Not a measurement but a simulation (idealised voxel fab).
process module | voxel capacitor over wiring
cross-section cut | 275 nm wide | cells 5 nm
A cross-section is a grid of square cells, given in bands from the top down. A band is one or more rows of cells.
Each band's line starts with the height of the band's top and of its bottom, in nm. Then come its materials from left to right, each with its width in nm. One material with "throughout" fills the band from edge to edge. "air" is empty space.
Height 0 is the level under which the wafer as received is all one material. The lowest band goes on downwards, as in "0 down".
A width such as "30 to 40" changes by the same amount from each row of cells to the next, from the band's top row to its bottom row.
"no change" after a step means that no cell of the cross-section changed.
closed voids: empty space of 8 cells or more with no open way to the top, each as width x height at its distance from the left edge, in nm
after a step's settings: what the simulator itself notes on the step
overlay nm, on a step with a mask: how far to the right of its planned place the mask lay; to the left if negative
plan
1 op RECEIVE | material Si
2 op CONFORMAL_DEP | material SiO2 | thk nm 15
3 op DIRECTIONAL_DEP | material TiN | thk nm 5
4 op DIRECTIONAL_DEP | material Ru | thk nm 25
5 op PATTERN | tone cover | mask id METAL_1 | material resist | width nm 30 | pitch nm 100 | thk nm 20 | overlay nm 0
6 op DIRECTIONAL_ETCH | etch materials Ru | depth nm 25
7 op DIRECTIONAL_ETCH | etch materials TiN | depth nm 5
8 op STRIP | etch materials resist
9 op FILL_DEP | material lowk | thk nm 10
10 op CMP | height nm 45
11 op CONFORMAL_DEP | material SiCN | thk nm 5
12 op DIRECTIONAL_DEP | material SiO2 | thk nm 20
13 op MASKED_ETCH | tone open | mask id PLUG_1 | width nm 15 | etch materials SiO2 | depth nm 20 | overlay nm 0
14 op MASKED_ETCH | tone open | mask id PLUG_1 | width nm 15 | etch materials SiCN | depth nm 5 | overlay nm 0
15 op CONFORMAL_DEP | material TiN | thk nm 5
16 op FILL_DEP | material W | thk nm 10
17 op CMP | height nm 70
18 op DIRECTIONAL_DEP | material TiN | thk nm 5
19 op DIRECTIONAL_DEP | material SiN | thk nm 5
20 op DIRECTIONAL_DEP | material TiN | thk nm 5
21 op PATTERN | tone cover | mask id UPPER_PLATE | material resist | width nm 75 | thk nm 15 | overlay nm 0
22 op DIRECTIONAL_ETCH | etch materials TiN | depth nm 5
23 op DIRECTIONAL_ETCH | etch materials SiN | depth nm 5
24 op STRIP | etch materials resist
25 op MASKED_ETCH | tone cover | mask id LOWER_PLATE | width nm 85 | etch materials TiN | depth nm 5 | overlay nm 0
26 op FILL_DEP | material SiO2 | thk nm 20
27 op CMP | height nm 100
28 op DIRECTIONAL_DEP | material aC | thk nm 15
29 op PATTERN | tone open | mask id PLUG_2 | material resist | width nm 15 | thk nm 35 | overlay nm 0
30 op DIRECTIONAL_ETCH | etch materials aC | depth nm 15
31 op STRIP | etch materials resist
32 op DIRECTIONAL_ETCH | etch materials SiO2 | depth nm 15
33 op STRIP | etch materials aC
34 op CONFORMAL_DEP | material TiN | thk nm 5
35 op FILL_DEP | material W | thk nm 10
36 op CMP | height nm 100
37 op CONFORMAL_DEP | material SiN | thk nm 5
first wafer, as planned
as received, after step 1
  0 down: Si throughout
  closed voids: none
after step 2
  15 to 0: SiO2 throughout
  below 0: unchanged
after step 3
  20 to 15: TiN throughout
  below 15: unchanged
after step 4
  45 to 20: Ru throughout
  below 20: unchanged
after step 5
  65 to 45: air 70 | resist 30 | air 70 | resist 30 | air 75
  below 45: unchanged
after step 6
  65 to 45: air 70 | resist 30 | air 70 | resist 30 | air 75
  45 to 20: air 70 | Ru 30 | air 70 | Ru 30 | air 75
  below 20: unchanged
after step 7
  65 to 45: air 70 | resist 30 | air 70 | resist 30 | air 75
  45 to 20: air 70 | Ru 30 | air 70 | Ru 30 | air 75
  20 to 15: air 70 | TiN 30 | air 70 | TiN 30 | air 75
  below 15: unchanged
after step 8
  45 to 20: air 70 | Ru 30 | air 70 | Ru 30 | air 75
  below 20: unchanged
after step 9
  55 to 45: lowk throughout
  45 to 20: lowk 70 | Ru 30 | lowk 70 | Ru 30 | lowk 75
  20 to 15: lowk 70 | TiN 30 | lowk 70 | TiN 30 | lowk 75
  below 15: unchanged
after step 10
  45 to 20: lowk 70 | Ru 30 | lowk 70 | Ru 30 | lowk 75
  below 20: unchanged
after step 11
  50 to 45: SiCN throughout
  below 45: unchanged
after step 12
  70 to 50: SiO2 throughout
  below 50: unchanged
after step 13
  70 to 50: SiO2 85 | air 15 | SiO2 175
  below 50: unchanged
after step 14
  70 to 50: SiO2 85 | air 15 | SiO2 175
  50 to 45: SiCN 85 | air 15 | SiCN 175
  below 45: unchanged
after step 15
  75 to 70: TiN 90 | air 5 | TiN 180
  70 to 50: SiO2 85 | TiN 5 | air 5 | TiN 5 | SiO2 175
  50 to 45: SiCN 85 | TiN 15 | SiCN 175
  below 45: unchanged
after step 16
  85 to 75: W throughout
  75 to 70: TiN 90 | W 5 | TiN 180
  70 to 50: SiO2 85 | TiN 5 | W 5 | TiN 5 | SiO2 175
  below 50: unchanged
after step 17
  70 to 50: SiO2 85 | TiN 5 | W 5 | TiN 5 | SiO2 175
  below 50: unchanged
after step 18
  75 to 70: TiN throughout
  below 70: unchanged
after step 19
  80 to 75: SiN throughout
  below 75: unchanged
after step 20
  85 to 80: TiN throughout
  below 80: unchanged
after step 21
  100 to 85: air 85 | resist 75 | air 115
  below 85: unchanged
after step 22
  100 to 85: air 85 | resist 75 | air 115
  85 to 80: air 85 | TiN 75 | air 115
  below 80: unchanged
after step 23
  100 to 85: air 85 | resist 75 | air 115
  85 to 80: air 85 | TiN 75 | air 115
  80 to 75: air 85 | SiN 75 | air 115
  below 75: unchanged
after step 24
  85 to 80: air 85 | TiN 75 | air 115
  below 80: unchanged
after step 25
  85 to 80: air 85 | TiN 75 | air 115
  80 to 75: air 85 | SiN 75 | air 115
  75 to 70: air 80 | TiN 85 | air 110
  below 70: unchanged
after step 26
  105 to 85: SiO2 throughout
  85 to 80: SiO2 85 | TiN 75 | SiO2 115
  80 to 75: SiO2 85 | SiN 75 | SiO2 115
  75 to 70: SiO2 80 | TiN 85 | SiO2 110
  below 70: unchanged
after step 27
  100 to 85: SiO2 throughout
  below 85: unchanged
after step 28
  115 to 100: aC throughout
  below 100: unchanged
after step 29
  150 to 115: resist 95 | air 15 | resist 165
  below 115: unchanged
after step 30
  135 to 115: resist 95 | air 15 | resist 165
  115 to 100: aC 95 | air 15 | aC 165
  below 100: unchanged
after step 31
  115 to 100: aC 95 | air 15 | aC 165
  below 100: unchanged
after step 32
  115 to 100: aC 95 | air 15 | aC 165
  100 to 85: SiO2 95 | air 15 | SiO2 165
  below 85: unchanged
after step 33
  100 to 85: SiO2 95 | air 15 | SiO2 165
  below 85: unchanged
after step 34
  105 to 100: TiN 100 | air 5 | TiN 170
  100 to 90: SiO2 95 | TiN 5 | air 5 | TiN 5 | SiO2 165
  90 to 80: SiO2 95 to 85 | TiN 15 to 75 | SiO2 165 to 115
  below 80: unchanged
after step 35
  115 to 105: W throughout
  105 to 100: TiN 100 | W 5 | TiN 170
  100 to 90: SiO2 95 | TiN 5 | W 5 | TiN 5 | SiO2 165
  below 90: unchanged
after step 36
  100 to 90: SiO2 95 | TiN 5 | W 5 | TiN 5 | SiO2 165
  below 90: unchanged
after step 37
  105 to 100: SiN throughout
  below 100: unchanged
second wafer: like start, like plan, one mistake. Through step 3 it matches the first wafer
when step 4 should have ended
  35 to 20: Ru throughout
  below 20: unchanged
when step 5 should have ended
  55 to 35: air 70 | resist 30 | air 70 | resist 30 | air 75
  below 35: unchanged
when step 6 should have ended
  55 to 35: air 70 | resist 30 | air 70 | resist 30 | air 75
  35 to 20: air 70 | Ru 30 | air 70 | Ru 30 | air 75
  below 20: unchanged
when step 7 should have ended
  55 to 35: air 70 | resist 30 | air 70 | resist 30 | air 75
  35 to 20: air 70 | Ru 30 | air 70 | Ru 30 | air 75
  20 to 15: air 70 | TiN 30 | air 70 | TiN 30 | air 75
  below 15: unchanged
when step 8 should have ended
  35 to 20: air 70 | Ru 30 | air 70 | Ru 30 | air 75
  below 20: unchanged
when step 9 should have ended
  45 to 35: lowk throughout
  35 to 20: lowk 70 | Ru 30 | lowk 70 | Ru 30 | lowk 75
  20 to 15: lowk 70 | TiN 30 | lowk 70 | TiN 30 | lowk 75
  below 15: unchanged
when step 10 should have ended: no change
when step 11 should have ended
  50 to 45: SiCN throughout
  below 45: unchanged
when step 12 should have ended
  70 to 50: SiO2 throughout
  below 50: unchanged
when step 13 should have ended
  70 to 50: SiO2 85 | air 15 | SiO2 175
  below 50: unchanged
when step 14 should have ended
  70 to 50: SiO2 85 | air 15 | SiO2 175
  50 to 45: SiCN 85 | air 15 | SiCN 175
  below 45: unchanged
when step 15 should have ended
  75 to 70: TiN 90 | air 5 | TiN 180
  70 to 50: SiO2 85 | TiN 5 | air 5 | TiN 5 | SiO2 175
  50 to 45: SiCN 85 | TiN 15 | SiCN 175
  below 45: unchanged
when step 16 should have ended
  85 to 75: W throughout
  75 to 70: TiN 90 | W 5 | TiN 180
  70 to 50: SiO2 85 | TiN 5 | W 5 | TiN 5 | SiO2 175
  below 50: unchanged
when step 17 should have ended
  70 to 50: SiO2 85 | TiN 5 | W 5 | TiN 5 | SiO2 175
  below 50: unchanged
when step 18 should have ended
  75 to 70: TiN throughout
  below 70: unchanged
when step 19 should have ended
  80 to 75: SiN throughout
  below 75: unchanged
when step 20 should have ended
  85 to 80: TiN throughout
  below 80: unchanged
when step 21 should have ended
  100 to 85: air 85 | resist 75 | air 115
  below 85: unchanged
when step 22 should have ended
  100 to 85: air 85 | resist 75 | air 115
  85 to 80: air 85 | TiN 75 | air 115
  below 80: unchanged
when step 23 should have ended
  100 to 85: air 85 | resist 75 | air 115
  85 to 80: air 85 | TiN 75 | air 115
  80 to 75: air 85 | SiN 75 | air 115
  below 75: unchanged
when step 24 should have ended
  85 to 80: air 85 | TiN 75 | air 115
  below 80: unchanged
when step 25 should have ended
  85 to 80: air 85 | TiN 75 | air 115
  80 to 75: air 85 | SiN 75 | air 115
  75 to 70: air 80 | TiN 85 | air 110
  below 70: unchanged
when step 26 should have ended
  105 to 85: SiO2 throughout
  85 to 80: SiO2 85 | TiN 75 | SiO2 115
  80 to 75: SiO2 85 | SiN 75 | SiO2 115
  75 to 70: SiO2 80 | TiN 85 | SiO2 110
  below 70: unchanged
when step 27 should have ended
  100 to 85: SiO2 throughout
  below 85: unchanged
when step 28 should have ended
  115 to 100: aC throughout
  below 100: unchanged
when step 29 should have ended
  150 to 115: resist 95 | air 15 | resist 165
  below 115: unchanged
when step 30 should have ended
  135 to 115: resist 95 | air 15 | resist 165
  115 to 100: aC 95 | air 15 | aC 165
  below 100: unchanged
when step 31 should have ended
  115 to 100: aC 95 | air 15 | aC 165
  below 100: unchanged
when step 32 should have ended
  115 to 100: aC 95 | air 15 | aC 165
  100 to 85: SiO2 95 | air 15 | SiO2 165
  below 85: unchanged
when step 33 should have ended
  100 to 85: SiO2 95 | air 15 | SiO2 165
  below 85: unchanged
when step 34 should have ended
  105 to 100: TiN 100 | air 5 | TiN 170
  100 to 90: SiO2 95 | TiN 5 | air 5 | TiN 5 | SiO2 165
  90 to 80: SiO2 95 to 85 | TiN 15 to 75 | SiO2 165 to 115
  below 80: unchanged
when step 35 should have ended
  115 to 105: W throughout
  105 to 100: TiN 100 | W 5 | TiN 170
  100 to 90: SiO2 95 | TiN 5 | W 5 | TiN 5 | SiO2 165
  below 90: unchanged
when step 36 should have ended
  100 to 90: SiO2 95 | TiN 5 | W 5 | TiN 5 | SiO2 165
  below 90: unchanged
when step 37 should have ended
  105 to 100: SiN throughout
  below 100: unchanged
what went wrong: step 4 ran as: op DIRECTIONAL_DEP | material Ru | thk nm 15
at the end the second wafer has, in cells: 24 fewer of Ru | 24 more of lowk
